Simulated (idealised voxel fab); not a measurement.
Process module heading - voxel transistor to metal
Square cell edge 5 nm, section width 150 nm, ID cut.
A cross-section is a grid of square cells, given in bands from the top down. A band is one or more rows of cells. Each band's line starts with the height of the band's top and of its bottom, in nm. Then come its materials from left to right, each with its width in nm. One material with "full width" fills the band from edge to edge. "empty" is empty space. It should be noted that heights are counted from 0, beneath which the wafer as supplied is of one material throughout, and that the lowest band possesses no lower boundary but continues downward, as written in "z 0 and below". Top row gets the first number, bottom row gets the second, and each row in between changes by the same step: that is how a band width like "30 to 40" works. Where a step carries "remained unchanged", the cross-section came out of it unchanged, cell for cell. So "Enclosed cavities" is basically the list of trapped voids: any empty space of 8 cells or more that can't reach the top through an opening. They're written width x height at distance, the distance being from the left edge, and it's all nm. It should be noted that, on the line of a given step, the content following the step's settings is a remark produced by the simulator itself with respect to that step. overlay nm: mask right of planned place by this much (step with mask). Neg. = left.

The following list gives the planned process steps:
1: RECEIVE,material Si
2: OXIDIZE,depth nm 5
3: CONFORMAL_DEP,material SiN,thk nm 15
4: DIRECTIONAL_DEP,material aC,thk nm 15
5: PATTERN,tone cover,mask id ACTIVE,material resist,width nm 95,thk nm 30,overlay nm 0
6: DIRECTIONAL_ETCH,etch materials aC,depth nm 15
7: STRIP,etch materials resist
8: DIRECTIONAL_ETCH,etch materials SiN,depth nm 15
9: DIRECTIONAL_ETCH,etch materials SiO2,depth nm 5
10: DIRECTIONAL_ETCH,etch materials Si,depth nm 35
11: STRIP,etch materials aC
12: OXIDIZE,depth nm 5
13: FILL_DEP,material SiO2,thk nm 5
14: CMP,height nm 15
15: SELECTIVE_ETCH,etch materials SiO2,depth nm 5
16: STRIP,etch materials SiN
17: SELECTIVE_ETCH,etch materials SiO2,depth nm 5
18: OXIDIZE,depth nm 5
19: DIRECTIONAL_DEP,material polySi,thk nm 25
20: DIRECTIONAL_DEP,material SiCN,thk nm 15
21: DIRECTIONAL_DEP,material aC,thk nm 10
22: PATTERN,tone cover,mask id GATE,material resist,width nm 15,thk nm 30,overlay nm 0
23: DIRECTIONAL_ETCH,etch materials aC,depth nm 10
24: STRIP,etch materials resist
25: DIRECTIONAL_ETCH,etch materials SiCN,depth nm 25
26: DIRECTIONAL_ETCH,etch materials polySi,depth nm 35
27: STRIP,etch materials aC
28: CONFORMAL_DEP,material SiO2,thk nm 5
29: DIRECTIONAL_ETCH,etch materials SiO2,depth nm 5
30: CONFORMAL_DEP,material SiN,thk nm 10
31: DIRECTIONAL_ETCH,etch materials SiN,depth nm 10
32: DIRECTIONAL_ETCH,etch materials SiO2,depth nm 5
33: EPI,material SiGe,thk nm 5
34: FILL_DEP,material SiO2,thk nm 10
35: CMP,height nm 35
36: DIRECTIONAL_DEP,material SiO2,thk nm 15
37: MASKED_ETCH,tone open,mask id CONTACT,width nm 30,pitch nm 55,etch materials SiO2,depth nm 55,overlay nm 0
38: CONFORMAL_DEP,material TiN,thk nm 5
39: FILL_DEP,material W,thk nm 5
40: CMP,height nm 50
41: CONFORMAL_DEP,material SiN,thk nm 5
42: DIRECTIONAL_DEP,material lowk,thk nm 15
43: MASKED_ETCH,tone open,mask id METAL_1,width nm 15,pitch nm 70,etch materials lowk,depth nm 15,overlay nm 0
44: MASKED_ETCH,tone open,mask id METAL_1,width nm 15,pitch nm 70,etch materials SiN,depth nm 5,overlay nm 0
45: CONFORMAL_DEP,material TiN,thk nm 5
46: FILL_DEP,material Cu,thk nm 5
47: CMP,height nm 70
48: CONFORMAL_DEP,material SiCN,thk nm 5

Incoming wafer, cross-sectional view, post step 1:
> z 0 and below: Si full width
> Enclosed cavities: none

First of two wafers, end-of-module section, run followed plan:
> z 75 to 70: SiCN full width
> z 70 to 55: lowk 30 nm; TiN 5 nm; Cu 5 nm; TiN 5 nm; lowk 55 nm; TiN 5 nm; Cu 5 nm; TiN 5 nm; lowk 35 nm
> z 55 to 50: SiN 30 nm; TiN 15 nm; SiN 55 nm; TiN 15 nm; SiN 35 nm
> z 50 to 40: SiO2 30 nm; TiN 5 nm; W 20 nm; TiN 5 nm; SiO2 25 nm; TiN 5 nm; W 20 nm; TiN 5 nm; SiO2 35 nm
> z 40 to 35: SiO2 30 nm; TiN 5 nm; W 10 nm; TiN 15 nm; SiO2 25 nm; TiN 15 nm; W 10 nm; TiN 5 nm; SiO2 35 nm
> z 35 to 20: SiO2 30 nm; TiN 5 nm; W 10 nm; TiN 5 nm; SiN 10 nm; SiO2 5 nm; SiCN 15 nm; SiO2 5 nm; SiN 10 nm; TiN 5 nm; W 10 nm; TiN 5 nm; SiO2 35 nm
> z 20 to 10: SiO2 30 nm; TiN 5 nm; W 10 nm; TiN 5 nm; SiN 10 nm; SiO2 5 nm; polySi 15 nm; SiO2 5 nm; SiN 10 nm; TiN 5 nm; W 10 nm; TiN 5 nm; SiO2 35 nm
> z 10 to 5: SiO2 30 nm; TiN 10 nm; W 5 nm; TiN 5 nm; SiN 10 nm; SiO2 5 nm; polySi 15 nm; SiO2 5 nm; SiN 10 nm; TiN 5 nm; W 5 nm; TiN 10 nm; SiO2 35 nm
> z 5 to 0: SiO2 25 nm; SiN 10 nm; TiN 5 nm; W 5 nm; TiN 5 nm; SiN 10 nm; SiO2 5 nm; polySi 15 nm; SiO2 5 nm; SiN 10 nm; TiN 5 nm; W 5 nm; TiN 5 nm; SiN 10 nm; SiO2 30 nm
> z 0 to -5: SiO2 25 nm; SiN 10 nm; TiN 15 nm; SiN 10 nm; SiO2 5 nm; polySi 15 nm; SiO2 5 nm; SiN 10 nm; TiN 15 nm; SiN 10 nm; SiO2 30 nm
> z -5 to -10: SiO2 35 nm; SiGe 15 nm; SiO2 45 nm; SiGe 15 nm; SiO2 40 nm
> z -10 to -45: SiO2 30 nm; Si 85 nm; SiO2 35 nm
> z -45 and below: Si full width
> Enclosed cavities: none

Cross-section, second wafer: same start as the first, same plan as the first, one mistake in running it; taken at the end of the module:
> z 75 to 70: SiCN full width
> z 70 to 55: lowk 30 nm; TiN 5 nm; Cu 5 nm; TiN 5 nm; lowk 55 nm; TiN 5 nm; Cu 5 nm; TiN 5 nm; lowk 35 nm
> z 55 to 50: SiN 30 nm; TiN 15 nm; SiN 55 nm; TiN 15 nm; SiN 35 nm
> z 50 to 40: SiO2 30 nm; TiN 5 nm; W 20 nm; TiN 5 nm; SiO2 25 nm; TiN 5 nm; W 20 nm; TiN 5 nm; SiO2 35 nm
> z 40 to 35: SiO2 30 nm; TiN 10 nm; W 5 nm; TiN 15 nm; SiO2 25 nm; TiN 15 nm; W 5 nm; TiN 10 nm; SiO2 35 nm
> z 35 to 30: SiCN 20 nm; SiO2 5 nm; SiN 10 nm; TiN 5 nm; W 5 nm; TiN 5 nm; SiN 10 nm; SiO2 5 nm; SiCN 15 nm; SiO2 5 nm; SiN 10 nm; TiN 5 nm; W 5 nm; TiN 5 nm; SiN 10 nm; SiO2 5 nm; SiCN 25 nm
> z 30 to 25: polySi 20 nm; SiO2 5 nm; SiN 10 nm; TiN 15 nm; SiN 10 nm; SiO2 5 nm; SiCN 15 nm; SiO2 5 nm; SiN 10 nm; TiN 15 nm; SiN 10 nm; SiO2 5 nm; polySi 25 nm
> z 25 to 20: polySi 20 nm; SiCN 105 nm; polySi 25 nm
> z 20 to 5: polySi full width
> z 5 to -5: SiO2 20 nm; polySi 105 nm; SiO2 25 nm
> z -5 to -10: SiO2 full width
> z -10 to -45: SiO2 30 nm; Si 85 nm; SiO2 35 nm
> z -45 and below: Si full width
> Enclosed cavities: none
What broke from the plan during processing? step 20 of the plan was executed twice over
Wafer comparison, final, in cells, second relative to first, materials more or fewer: SiCN: 27 more | SiGe: 6 fewer | SiN: 24 fewer | SiO2: 84 fewer | TiN: 24 fewer | W: 24 fewer | polySi: 135 more
